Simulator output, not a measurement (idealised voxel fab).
process module | voxel fin reveal
cross-section cut | 230 nm wide | cells 5 nm
A cross-section is a grid of square cells, given in bands from the top down. A band is one or more rows of cells.
Each band's line starts with the height of the band's top and of its bottom, in nm. Then come its materials from left to right, each with its width in nm. One material with "throughout" fills the band from edge to edge. "air" is empty space.
Height 0 is the level under which the wafer as received is all one material. The lowest band goes on downwards, as in "0 down".
A width such as "30 to 40" changes by the same amount from each row of cells to the next, from the band's top row to its bottom row.
"no change" after a step means that no cell of the cross-section changed.
closed voids: empty space of 8 cells or more with no open way to the top, each as width x height at its distance from the left edge, in nm
after a step's settings: what the simulator itself notes on the step
overlay nm, on a step with a mask: how far to the right of its planned place the mask lay; to the left if negative
plan
1 op RECEIVE | material Si
2 op CONFORMAL_DEP | material SiN | thk nm 5
3 op DIRECTIONAL_DEP | material aC | thk nm 10
4 op PATTERN | tone cover | mask id FINS | material resist | width nm 15 | pitch nm 40 | thk nm 25 | overlay nm 0
5 op DIRECTIONAL_ETCH | etch materials aC | depth nm 10
6 op STRIP | etch materials resist
7 op DIRECTIONAL_ETCH | etch materials SiN | depth nm 5
8 op DIRECTIONAL_ETCH | etch materials Si | depth nm 30
9 op STRIP | etch materials aC
10 op OXIDIZE | depth nm 5
11 op FILL_DEP | material SiO2 | thk nm 10
12 op CMP | height nm 5
13 op SELECTIVE_ETCH | etch materials SiO2 | depth nm 15
14 op STRIP | etch materials SiN
15 op CONFORMAL_DEP | material HfO2 | thk nm 5
first wafer, as planned
as received, after step 1
  0 down: Si throughout
  closed voids: none
after step 2
  5 to 0: SiN throughout
  below 0: unchanged
after step 3
  15 to 5: aC throughout
  below 5: unchanged
after step 4
  40 to 15: air 85 | resist 15 | air 25 | resist 15 | air 90
  below 15: unchanged
after step 5
  30 to 15: air 85 | resist 15 | air 25 | resist 15 | air 90
  15 to 5: air 85 | aC 15 | air 25 | aC 15 | air 90
  below 5: unchanged
after step 6
  15 to 5: air 85 | aC 15 | air 25 | aC 15 | air 90
  below 5: unchanged
after step 7
  15 to 5: air 85 | aC 15 | air 25 | aC 15 | air 90
  5 to 0: air 85 | SiN 15 | air 25 | SiN 15 | air 90
  below 0: unchanged
after step 8
  15 to 5: air 85 | aC 15 | air 25 | aC 15 | air 90
  5 to 0: air 85 | SiN 15 | air 25 | SiN 15 | air 90
  0 to -30: air 85 | Si 15 | air 25 | Si 15 | air 90
  below -30: unchanged
after step 9
  5 to 0: air 85 | SiN 15 | air 25 | SiN 15 | air 90
  below 0: unchanged
after step 10
  5 to 0: air 85 | SiN 15 | air 25 | SiN 15 | air 90
  0 to -30: air 85 | SiO2 5 | Si 5 | SiO2 5 | air 25 | SiO2 5 | Si 5 | SiO2 5 | air 90
  -30 to -35: SiO2 90 | Si 5 | SiO2 35 | Si 5 | SiO2 95
  below -35: unchanged
after step 11
  15 to 5: SiO2 throughout
  5 to 0: SiO2 85 | SiN 15 | SiO2 25 | SiN 15 | SiO2 90
  0 to -35: SiO2 90 | Si 5 | SiO2 35 | Si 5 | SiO2 95
  below -35: unchanged
after step 12
  5 to 0: SiO2 85 | SiN 15 | SiO2 25 | SiN 15 | SiO2 90
  below 0: unchanged
after step 13
  5 to 0: air 85 | SiN 15 | air 25 | SiN 15 | air 90
  0 to -10: air 90 | Si 5 | air 35 | Si 5 | air 95
  below -10: unchanged
after step 14
  0 to -10: air 90 | Si 5 | air 35 | Si 5 | air 95
  below -10: unchanged
after step 15
  5 to 0: air 85 | HfO2 15 | air 25 | HfO2 15 | air 90
  0 to -5: air 85 | HfO2 5 | Si 5 | HfO2 5 | air 25 | HfO2 5 | Si 5 | HfO2 5 | air 90
  -5 to -10: HfO2 90 | Si 5 | HfO2 35 | Si 5 | HfO2 95
  below -10: unchanged
second wafer: like start, like plan, one mistake. Through step 3 it matches the first wafer
when step 4 should have ended
  40 to 15: resist 85 | air 15 | resist 25 | air 15 | resist 90
  below 15: unchanged
when step 5 should have ended
  30 to 15: resist 85 | air 15 | resist 25 | air 15 | resist 90
  15 to 5: aC 85 | air 15 | aC 25 | air 15 | aC 90
  below 5: unchanged
when step 6 should have ended
  15 to 5: aC 85 | air 15 | aC 25 | air 15 | aC 90
  below 5: unchanged
when step 7 should have ended
  15 to 5: aC 85 | air 15 | aC 25 | air 15 | aC 90
  5 to 0: SiN 85 | air 15 | SiN 25 | air 15 | SiN 90
  below 0: unchanged
when step 8 should have ended
  15 to 5: aC 85 | air 15 | aC 25 | air 15 | aC 90
  5 to 0: SiN 85 | air 15 | SiN 25 | air 15 | SiN 90
  0 to -30: Si 85 | air 15 | Si 25 | air 15 | Si 90
  below -30: unchanged
when step 9 should have ended
  5 to 0: SiN 85 | air 15 | SiN 25 | air 15 | SiN 90
  below 0: unchanged
when step 10 should have ended
  5 to 0: SiN 85 | air 15 | SiN 25 | air 15 | SiN 90
  0 to -30: Si 80 | SiO2 5 | air 15 | SiO2 5 | Si 15 | SiO2 5 | air 15 | SiO2 5 | Si 85
  -30 to -35: Si 80 | SiO2 25 | Si 15 | SiO2 25 | Si 85
  below -35: unchanged
when step 11 should have ended
  15 to 5: SiO2 throughout
  5 to 0: SiN 85 | SiO2 15 | SiN 25 | SiO2 15 | SiN 90
  0 to -35: Si 80 | SiO2 25 | Si 15 | SiO2 25 | Si 85
  below -35: unchanged
when step 12 should have ended
  5 to 0: SiN 85 | SiO2 15 | SiN 25 | SiO2 15 | SiN 90
  below 0: unchanged
when step 13 should have ended
  5 to 0: SiN 85 | air 15 | SiN 25 | air 15 | SiN 90
  0 to -10: Si 80 | air 25 | Si 15 | air 25 | Si 85
  below -10: unchanged
when step 14 should have ended
  0 to -10: Si 80 | air 25 | Si 15 | air 25 | Si 85
  below -10: unchanged
when step 15 should have ended
  5 to 0: HfO2 85 | air 15 | HfO2 25 | air 15 | HfO2 90
  0 to -5: Si 80 | HfO2 5 | air 15 | HfO2 5 | Si 15 | HfO2 5 | air 15 | HfO2 5 | Si 85
  -5 to -10: Si 80 | HfO2 25 | Si 15 | HfO2 25 | Si 85
  below -10: unchanged
what went wrong: step 4 ran as: op PATTERN | tone open | mask id FINS | material resist | width nm 15 | pitch nm 40 | thk nm 25 | overlay nm 0
at the end the second wafer has, in cells: 238 more of Si | 170 fewer of SiO2
